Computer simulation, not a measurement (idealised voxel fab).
The document below concerns the process module designated voxel air gaps.
Square cells of 5 nm make up the cross-section cut, whose width is 265 nm.
Cross-sections here: square-cell grids, written as top-down lists of bands, a band being one or more rows of cells. What a band's entry tells you: where the top is and where the bottom is, as heights in nm, and after that what lies inside, material by material from left to right, each with its width in nm. Empty space is written as the word "air", and a single material marked with the word "full width" occupies the band from edge to edge. Heads up on the height convention: 0 is the point under which the incoming wafer is all one material, and the lowest band has no bottom, it just keeps going down, like "0 down". Width: "30->40" (first number = top row, second number = bottom row, same change from row to row of cells). "remains unaltered" for a step: no cell of the cross-section changed in that step. "Encapsulated voids": sealed empty spaces, 8 cells or more, no open way to top, listed width x height at distance, with distance from the left edge and width, height and distance in nm. Formally, on a step line, whatever follows the settings is a remark that the simulator itself makes on the step. The "overlay nm" setting may appear on a step's line; for a step that uses a mask, it gives how far to the right of its planned position the mask lay, and a negative value indicates the left.
Planned process steps
step 1: RECEIVE | material Si
step 2: CONFORMAL_DEP | material SiO2 | thk nm 15
step 3: CONFORMAL_DEP | material SiN | thk nm 5
step 4: DIRECTIONAL_DEP | material SiO2 | thk nm 40
step 5: DIRECTIONAL_DEP | material aC | thk nm 15
step 6: PATTERN | tone open | mask id LINES | material resist | width nm 25 | pitch nm 55 | thk nm 35 | overlay nm 0
step 7: DIRECTIONAL_ETCH | etch materials aC | depth nm 15
step 8: STRIP | etch materials resist
step 9: DIRECTIONAL_ETCH | etch materials SiO2 | depth nm 40
step 10: STRIP | etch materials aC
step 11: CONFORMAL_DEP | material TiN | thk nm 5
step 12: FILL_DEP | material W | thk nm 10
step 13: CMP | height nm 60
step 14: EPI | material Ru | thk nm 10
step 15: SELECTIVE_ETCH | etch materials SiO2 | depth nm 50
step 16: CONFORMAL_DEP | material SiCN | thk nm 5
As-received wafer cross-section (after step 1)
  0 down  Si full width
  Encapsulated voids: none
Post-module cross-section: identical start and plan to those above, one misstep in execution
  85 to 80  SiCN full width
  80 to 70  Ru full width
  70 to 65  W full width
  65 to 60  TiN: 40, W: 15, TiN: 40, W: 15, TiN: 40, W: 15, TiN: 40, W: 15, TiN: 45
  60 to 25  SiO2: 35, TiN: 5, W: 15, TiN: 5, SiO2: 30, TiN: 5, W: 15, TiN: 5, SiO2: 30, TiN: 5, W: 15, TiN: 5, SiO2: 30, TiN: 5, W: 15, TiN: 5, SiO2: 40
  25 to 20  SiO2: 35, TiN: 25, SiO2: 30, TiN: 25, SiO2: 30, TiN: 25, SiO2: 30, TiN: 25, SiO2: 40
  20 to 15  SiN full width
  15 to 0  SiO2 full width
  0 down  Si full width
  Encapsulated voids: none
Against the plan, the run slipped here: step 13, actual vs plan mismatch, actual run CMP | height nm 70
